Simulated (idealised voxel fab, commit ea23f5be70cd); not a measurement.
The name of this process module is voxel wiring stack.
250 nm wide, 5 nm square cells: that's cross-section cut.
Cross-section = grid of square cells, listed top down in bands; band = one or more rows.
Per band: top height and bottom height in nm, followed by the left-to-right materials and their widths in nm; "everywhere" marks a single material spanning edge to edge, "blank" marks empty space.
Heights are measured from 0, the level below which the as-received wafer is all one material; the lowest band has no bottom and continues downward, written as in "from 0 down".
Width spec "30 to 40" -> top row of cells at first value, bottom row at second value, equal per-row change in between.
"nothing got changed" for a step: no cell of the cross-section changed in that step.
This entry, "Enclosed internal voids", enumerates those empty regions of no fewer than 8 cells that possess no open connection to the top. Each region is reported in the form width x height at distance, the distance being taken from the left edge, with all three quantities expressed in nm.
What comes after the settings on a step's line is commentary from the simulator itself on that step.
"overlay nm" denotes, for a step that has a mask, the displacement of the mask to the right of its planned place, with negative values corresponding to the left.

Intended process steps
1. RECEIVE,material Si
2. CONFORMAL_DEP,material SiO2,thk nm 10
3. CONFORMAL_DEP,material SiN,thk nm 5
4. DIRECTIONAL_DEP,material SiO2,thk nm 15
5. MASKED_ETCH,tone open,mask id METAL_1,width nm 25,pitch nm 50,etch materials SiO2,depth nm 15,overlay nm 0
6. MASKED_ETCH,tone open,mask id METAL_1,width nm 25,pitch nm 50,etch materials SiN,depth nm 5,overlay nm 0
7. CONFORMAL_DEP,material TiN,thk nm 5
8. FILL_DEP,material Cu,thk nm 10
9. CMP,height nm 30
10. EPI,material Ru,thk nm 5
11. FILL_DEP,material SiCN,thk nm 5
12. DIRECTIONAL_DEP,material lowk,thk nm 15
13. MASKED_ETCH,tone open,mask id PLUG_1,width nm 15,pitch nm 50,etch materials lowk,depth nm 15,overlay nm 0
14. MASKED_ETCH,tone open,mask id PLUG_1,width nm 15,pitch nm 50,etch materials SiCN,depth nm 5,overlay nm 0
15. EPI,material Ru,thk nm 10
16. EPI,material Ru,thk nm 10
17. CONFORMAL_DEP,material SiN,thk nm 5
18. DIRECTIONAL_DEP,material SiO2,thk nm 25
19. PATTERN,tone open,mask id METAL_2,material resist,width nm 25,pitch nm 50,thk nm 20,overlay nm 0
20. DIRECTIONAL_ETCH,etch materials SiO2,depth nm 25
21. DIRECTIONAL_ETCH,etch materials SiN,depth nm 5
22. STRIP,etch materials resist
23. CONFORMAL_DEP,material TiN,thk nm 5
24. FILL_DEP,material Cu,thk nm 5
25. CMP,height nm 85
26. CONFORMAL_DEP,material SiN,thk nm 5

The first wafer of two, processed as planned

Cross-section, incoming material, after step 1
    from 0 down  Si everywhere
    Enclosed internal voids: none

Cross-sectional representation of the wafer at the conclusion of step 2
    from 10 to 0  SiO2 everywhere
    No changes below 0.

Cross-sectional representation of the wafer at the conclusion of step 3
    from 15 to 10  SiN everywhere
    No changes below 10.

Cross-sectional representation of the wafer at the conclusion of step 4
    from 30 to 15  SiO2 everywhere
    No changes below 15.

Cross-sectional representation of the wafer at the conclusion of step 5
    from 30 to 15  SiO2 85; blank 25; SiO2 25; blank 25; SiO2 90
    No changes below 15.

Cross-sectional representation of the wafer at the conclusion of step 6
    from 30 to 15  SiO2 85; blank 25; SiO2 25; blank 25; SiO2 90
    from 15 to 10  SiN 85; blank 25; SiN 25; blank 25; SiN 90
    No changes below 10.

Cross-sectional representation of the wafer at the conclusion of step 7
    from 35 to 30  TiN 90; blank 15; TiN 35; blank 15; TiN 95
    from 30 to 15  SiO2 85; TiN 5; blank 15; TiN 5; SiO2 25; TiN 5; blank 15; TiN 5; SiO2 90
    from 15 to 10  SiN 85; TiN 25; SiN 25; TiN 25; SiN 90
    No changes below 10.

Cross-sectional representation of the wafer at the conclusion of step 8
    from 45 to 35  Cu everywhere
    from 35 to 30  TiN 90; Cu 15; TiN 35; Cu 15; TiN 95
    from 30 to 15  SiO2 85; TiN 5; Cu 15; TiN 5; SiO2 25; TiN 5; Cu 15; TiN 5; SiO2 90
    No changes below 15.

Cross-sectional representation of the wafer at the conclusion of step 9
    from 30 to 15  SiO2 85; TiN 5; Cu 15; TiN 5; SiO2 25; TiN 5; Cu 15; TiN 5; SiO2 90
    No changes below 15.

Cross-sectional representation of the wafer at the conclusion of step 10
    from 35 to 30  blank 80; Ru 35; blank 15; Ru 35; blank 85
    No changes below 30.

Cross-sectional representation of the wafer at the conclusion of step 11
    from 40 to 35  SiCN everywhere
    from 35 to 30  SiCN 80; Ru 35; SiCN 15; Ru 35; SiCN 85
    No changes below 30.

Cross-sectional representation of the wafer at the conclusion of step 12
    from 55 to 40  lowk everywhere
    No changes below 40.

Cross-sectional representation of the wafer at the conclusion of step 13
    from 55 to 40  lowk 85; blank 15; lowk 35; blank 15; lowk 100
    No changes below 40.

Cross-sectional representation of the wafer at the conclusion of step 14
    from 55 to 40  lowk 85; blank 15; lowk 35; blank 15; lowk 100
    from 40 to 35  SiCN 85; blank 15; SiCN 35; blank 15; SiCN 100
    No changes below 35.

Cross-sectional representation of the wafer at the conclusion of step 15
    from 55 to 45  lowk 85; blank 15; lowk 35; blank 15; lowk 100
    from 45 to 40  lowk 85; Ru 15; lowk 35; Ru 15; lowk 100
    from 40 to 30  SiCN 85 to 80; Ru 15 to 35; SiCN 35 to 15; Ru 15 to 35; SiCN 100 to 85
    No changes below 30.

Cross-sectional representation of the wafer at the conclusion of step 16
    from 55 to 40  lowk 85; Ru 15; lowk 35; Ru 15; lowk 100
    No changes below 40.

Cross-sectional representation of the wafer at the conclusion of step 17
    from 60 to 55  SiN everywhere
    No changes below 55.

Cross-sectional representation of the wafer at the conclusion of step 18
    from 85 to 60  SiO2 everywhere
    No changes below 60.

Cross-sectional representation of the wafer at the conclusion of step 19
    from 105 to 85  resist 85; blank 25; resist 25; blank 25; resist 90
    No changes below 85.

Cross-sectional representation of the wafer at the conclusion of step 20
    from 105 to 85  resist 85; blank 25; resist 25; blank 25; resist 90
    from 85 to 60  SiO2 85; blank 25; SiO2 25; blank 25; SiO2 90
    No changes below 60.

Cross-sectional representation of the wafer at the conclusion of step 21
    from 105 to 85  resist 85; blank 25; resist 25; blank 25; resist 90
    from 85 to 60  SiO2 85; blank 25; SiO2 25; blank 25; SiO2 90
    from 60 to 55  SiN 85; blank 25; SiN 25; blank 25; SiN 90
    No changes below 55.

Cross-sectional representation of the wafer at the conclusion of step 22
    from 85 to 60  SiO2 85; blank 25; SiO2 25; blank 25; SiO2 90
    No changes below 60.

Cross-sectional representation of the wafer at the conclusion of step 23
    from 90 to 85  TiN 90; blank 15; TiN 35; blank 15; TiN 95
    from 85 to 60  SiO2 85; TiN 5; blank 15; TiN 5; SiO2 25; TiN 5; blank 15; TiN 5; SiO2 90
    from 60 to 55  SiN 85; TiN 25; SiN 25; TiN 25; SiN 90
    No changes below 55.

Cross-sectional representation of the wafer at the conclusion of step 24
    from 95 to 90  Cu everywhere
    from 90 to 85  TiN 90; Cu 15; TiN 35; Cu 15; TiN 95
    from 85 to 60  SiO2 85; TiN 5; Cu 15; TiN 5; SiO2 25; TiN 5; Cu 15; TiN 5; SiO2 90
    No changes below 60.

Cross-sectional representation of the wafer at the conclusion of step 25
    from 85 to 60  SiO2 85; TiN 5; Cu 15; TiN 5; SiO2 25; TiN 5; Cu 15; TiN 5; SiO2 90
    No changes below 60.

Cross-sectional representation of the wafer at the conclusion of step 26
    from 90 to 85  SiN everywhere
    No changes below 85.

Second Wafer (Identical Start and Plan, One Processing Error; Matches First Wafer Through Step 4)

At the planned end of step 5, the second wafer in cross-section
    from 30 to 15  SiO2 90; blank 15; SiO2 35; blank 15; SiO2 95
    No changes below 15.

At the planned end of step 6, the second wafer in cross-section
    from 30 to 15  SiO2 90; blank 15; SiO2 35; blank 15; SiO2 95
    from 15 to 10  SiN 90; blank 15; SiN 35; blank 15; SiN 95
    No changes below 10.

At the planned end of step 7, the second wafer in cross-section
    from 35 to 30  TiN 95; blank 5; TiN 45; blank 5; TiN 100
    from 30 to 15  SiO2 90; TiN 5; blank 5; TiN 5; SiO2 35; TiN 5; blank 5; TiN 5; SiO2 95
    from 15 to 10  SiN 90; TiN 15; SiN 35; TiN 15; SiN 95
    No changes below 10.

At the planned end of step 8, the second wafer in cross-section
    from 45 to 35  Cu everywhere
    from 35 to 30  TiN 95; Cu 5; TiN 45; Cu 5; TiN 100
    from 30 to 15  SiO2 90; TiN 5; Cu 5; TiN 5; SiO2 35; TiN 5; Cu 5; TiN 5; SiO2 95
    No changes below 15.

At the planned end of step 9, the second wafer in cross-section
    from 30 to 15  SiO2 90; TiN 5; Cu 5; TiN 5; SiO2 35; TiN 5; Cu 5; TiN 5; SiO2 95
    No changes below 15.

At the planned end of step 10, the second wafer in cross-section
    from 35 to 30  blank 85; Ru 25; blank 25; Ru 25; blank 90
    No changes below 30.

At the planned end of step 11, the second wafer in cross-section
    from 40 to 35  SiCN everywhere
    from 35 to 30  SiCN 85; Ru 25; SiCN 25; Ru 25; SiCN 90
    No changes below 30.

At the planned end of step 12, the second wafer in cross-section
    from 55 to 40  lowk everywhere
    No changes below 40.

At the planned end of step 13, the second wafer in cross-section
    from 55 to 40  lowk 85; blank 15; lowk 35; blank 15; lowk 100
    No changes below 40.

At the planned end of step 14, the second wafer in cross-section
    from 55 to 40  lowk 85; blank 15; lowk 35; blank 15; lowk 100
    from 40 to 35  SiCN 85; blank 15; SiCN 35; blank 15; SiCN 100
    No changes below 35.

At the planned end of step 15, the second wafer in cross-section
    from 55 to 45  lowk 85; blank 15; lowk 35; blank 15; lowk 100
    from 45 to 40  lowk 85; Ru 15; lowk 35; Ru 15; lowk 100
    from 40 to 30  SiCN 85; Ru 15 to 25; SiCN 35 to 25; Ru 15 to 25; SiCN 100 to 90
    No changes below 30.

At the planned end of step 16, the second wafer in cross-section
    from 55 to 40  lowk 85; Ru 15; lowk 35; Ru 15; lowk 100
    No changes below 40.

At the planned end of step 17, the second wafer in cross-section
    from 60 to 55  SiN everywhere
    No changes below 55.

At the planned end of step 18, the second wafer in cross-section
    from 85 to 60  SiO2 everywhere
    No changes below 60.

At the planned end of step 19, the second wafer in cross-section
    from 105 to 85  resist 85; blank 25; resist 25; blank 25; resist 90
    No changes below 85.

At the planned end of step 20, the second wafer in cross-section
    from 105 to 85  resist 85; blank 25; resist 25; blank 25; resist 90
    from 85 to 60  SiO2 85; blank 25; SiO2 25; blank 25; SiO2 90
    No changes below 60.

At the planned end of step 21, the second wafer in cross-section
    from 105 to 85  resist 85; blank 25; resist 25; blank 25; resist 90
    from 85 to 60  SiO2 85; blank 25; SiO2 25; blank 25; SiO2 90
    from 60 to 55  SiN 85; blank 25; SiN 25; blank 25; SiN 90
    No changes below 55.

At the planned end of step 22, the second wafer in cross-section
    from 85 to 60  SiO2 85; blank 25; SiO2 25; blank 25; SiO2 90
    No changes below 60.

At the planned end of step 23, the second wafer in cross-section
    from 90 to 85  TiN 90; blank 15; TiN 35; blank 15; TiN 95
    from 85 to 60  SiO2 85; TiN 5; blank 15; TiN 5; SiO2 25; TiN 5; blank 15; TiN 5; SiO2 90
    from 60 to 55  SiN 85; TiN 25; SiN 25; TiN 25; SiN 90
    No changes below 55.

At the planned end of step 24, the second wafer in cross-section
    from 95 to 90  Cu everywhere
    from 90 to 85  TiN 90; Cu 15; TiN 35; Cu 15; TiN 95
    from 85 to 60  SiO2 85; TiN 5; Cu 15; TiN 5; SiO2 25; TiN 5; Cu 15; TiN 5; SiO2 90
    No changes below 60.

At the planned end of step 25, the second wafer in cross-section
    from 85 to 60  SiO2 85; TiN 5; Cu 15; TiN 5; SiO2 25; TiN 5; Cu 15; TiN 5; SiO2 90
    No changes below 60.

At the planned end of step 26, the second wafer in cross-section
    from 90 to 85  SiN everywhere
    No changes below 85.
Plan not followed: so step 5 ended up running with a different setting than we planned, it ran as MASKED_ETCH,tone open,mask id METAL_1,width nm 15,pitch nm 50,etch materials SiO2,depth nm 15,overlay nm 0
Final tally in cells, some materials are higher or lower on the second wafer than on the first: -12 Cu, -4 Ru, +4 SiCN, +4 SiN, +12 SiO2, -4 TiN
